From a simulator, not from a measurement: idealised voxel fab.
process module | voxel lift off
cross-section cut | 195 nm wide | cells 5 nm
A cross-section is a grid of square cells, given in bands from the top down. A band is one or more rows of cells.
Each band's line starts with the height of the band's top and of its bottom, in nm. Then come its materials from left to right, each with its width in nm. One material with "throughout" fills the band from edge to edge. "air" is empty space.
Height 0 is the level under which the wafer as received is all one material. The lowest band goes on downwards, as in "0 down".
A width such as "30 to 40" changes by the same amount from each row of cells to the next, from the band's top row to its bottom row.
"no change" after a step means that no cell of the cross-section changed.
closed voids: empty space of 8 cells or more with no open way to the top, each as width x height at its distance from the left edge, in nm
after a step's settings: what the simulator itself notes on the step
overlay nm, on a step with a mask: how far to the right of its planned place the mask lay; to the left if negative
plan
1 op RECEIVE | material Si
2 op CONFORMAL_DEP | material Al2O3 | thk nm 15
3 op PATTERN | tone open | mask id LINES | material resist | width nm 15 | pitch nm 45 | thk nm 30 | overlay nm 0
4 op DIRECTIONAL_DEP | material Ru | thk nm 15
5 op STRIP | etch materials resist
6 op CONFORMAL_DEP | material SiN | thk nm 5
as received, after step 1
  0 down: Si throughout
  closed voids: none
a wafer at the end: this start, this plan, one mistake
  25 to 20: air 15 | SiN 25 | air 20 | SiN 25 | air 20 | SiN 25 | air 20 | SiN 25 | air 20
  20 to 10: air 15 | SiN 5 | Ru 15 | SiN 5 | air 20 | SiN 5 | Ru 15 | SiN 5 | air 20 | SiN 5 | Ru 15 | SiN 5 | air 20 | SiN 5 | Ru 15 | SiN 5 | air 20
  10 to 5: SiN 20 | Ru 15 | SiN 30 | Ru 15 | SiN 30 | Ru 15 | SiN 30 | Ru 15 | SiN 25
  5 to 0: Al2O3 throughout
  0 down: Si throughout
  closed voids: none
what went wrong: step 2 ran as: op CONFORMAL_DEP | material Al2O3 | thk nm 5
